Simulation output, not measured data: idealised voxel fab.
Name of the process module below: voxel capacitor over wiring
Cross-sectional view cut (width: 285 nm; square cell size: 5 nm).
For the purposes of this document, a cross-section shall be understood as a grid of square cells, specified as bands listed in top-to-bottom order, each band consisting of one or more rows of cells.
Within each band entry, the heights of the top and of the bottom of the band appear first, in that order and in nm; the materials of the band then follow from left to right, each with its corresponding width in nm. The designation "all across" on a single material indicates that it fills the band from edge to edge; the designation "blank" indicates empty space.
Heads up on the height convention: 0 is the point under which the incoming wafer is all one material, and the lowest band has no bottom, it just keeps going down, like "top 0, no bottom".
Top row gets the first number, bottom row gets the second, and each row in between changes by the same step: that is how a band width like "30..40" works.
Step marked "no change occurred"? Then no cell in the cross-section changed in it.
In the "Sealed internal voids" entry, you get each enclosed empty space of 8 cells or more, one with no open way to the top, written width x height at distance, distance from the left edge, in nm.
If you see something after the settings on a step's line, that's the simulator's own remark about that step.
overlay nm, on a step with a mask: how far to the right of its planned place the mask lay; to the left if negative
PLANNED STEP LIST FOR THE PROCESS
step 1: RECEIVE: material Si
step 2: CONFORMAL_DEP: material SiO2, thk nm 10
step 3: CONFORMAL_DEP: material SiN, thk nm 5
step 4: DIRECTIONAL_DEP: material SiO2, thk nm 20
step 5: MASKED_ETCH: tone open, mask id METAL_1, width nm 30, pitch nm 80, etch materials SiO2, depth nm 20, overlay nm 0
step 6: MASKED_ETCH: tone open, mask id METAL_1, width nm 30, pitch nm 80, etch materials SiN, depth nm 5, overlay nm 0
step 7: CONFORMAL_DEP: material TiN, thk nm 5
step 8: FILL_DEP: material W, thk nm 10
step 9: CMP: height nm 35
step 10: CONFORMAL_DEP: material SiCN, thk nm 5
step 11: DIRECTIONAL_DEP: material lowk, thk nm 20
step 12: PATTERN: tone open, mask id PLUG_1, material resist, width nm 15, thk nm 20, overlay nm 0
step 13: DIRECTIONAL_ETCH: etch materials lowk, depth nm 20
step 14: DIRECTIONAL_ETCH: etch materials SiCN, depth nm 5
step 15: STRIP: etch materials resist
step 16: CONFORMAL_DEP: material TiN, thk nm 5
step 17: FILL_DEP: material Cu, thk nm 10
step 18: CMP: height nm 60
step 19: DIRECTIONAL_DEP: material TiN, thk nm 5
step 20: DIRECTIONAL_DEP: material SiN, thk nm 5
step 21: DIRECTIONAL_DEP: material TiN, thk nm 10
step 22: MASKED_ETCH: tone cover, mask id UPPER_PLATE, width nm 55, etch materials TiN, depth nm 10, overlay nm 0
step 23: MASKED_ETCH: tone cover, mask id UPPER_PLATE, width nm 55, etch materials SiN, depth nm 5, overlay nm 0
step 24: DIRECTIONAL_DEP: material aC, thk nm 10
step 25: PATTERN: tone cover, mask id LOWER_PLATE, material resist, width nm 65, thk nm 30, overlay nm 0
step 26: DIRECTIONAL_ETCH: etch materials aC, depth nm 10
step 27: STRIP: etch materials resist
step 28: DIRECTIONAL_ETCH: etch materials TiN, depth nm 5
step 29: STRIP: etch materials aC
step 30: FILL_DEP: material SiO2, thk nm 15
step 31: CMP: height nm 90
step 32: MASKED_ETCH: tone open, mask id PLUG_2, width nm 15, etch materials SiO2, depth nm 10, overlay nm 0
step 33: CONFORMAL_DEP: material TiN, thk nm 5
step 34: FILL_DEP: material Ru, thk nm 5
step 35: CMP: height nm 90
step 36: CONFORMAL_DEP: material SiN, thk nm 5
The plan shows the width nm of step 32 as the first wafer had it; this setting differs between the wafers, which start out alike.
INCOMING STATE OF THE FIRST OF SEVERAL WAFERS IN CROSS-SECTION: AFTER STEP 1
top 0, no bottom: Si all across
Sealed internal voids: none
THE TABLE BELOW HAS ONE ROW FOR EACH WAFER; A ROW SHOWS, AS OF THE END OF THE MODULE, HOW MANY CELLS OF EACH MATERIAL THE WAFER HAS GAINED, MARKED (+), OR LOST, MARKED (-), SINCE IT WAS RECEIVED, AND THEN THE WAFER'S CLOSED VOIDS
width nm 15 | +4 Cu | +1 Ru | +54 SiCN | +113 SiN | +584 SiO2 | +79 TiN | +32 W | +216 lowk | Sealed internal voids: none
width nm 20 | +4 Cu | +2 Ru | +54 SiCN | +113 SiN | +582 SiO2 | +80 TiN | +32 W | +216 lowk | Sealed internal voids: none
width nm 25 | +4 Cu | +3 Ru | +54 SiCN | +113 SiN | +580 SiO2 | +81 TiN | +32 W | +216 lowk | Sealed internal voids: none
width nm 30 | +4 Cu | +4 Ru | +54 SiCN | +113 SiN | +578 SiO2 | +82 TiN | +32 W | +216 lowk | Sealed internal voids: none
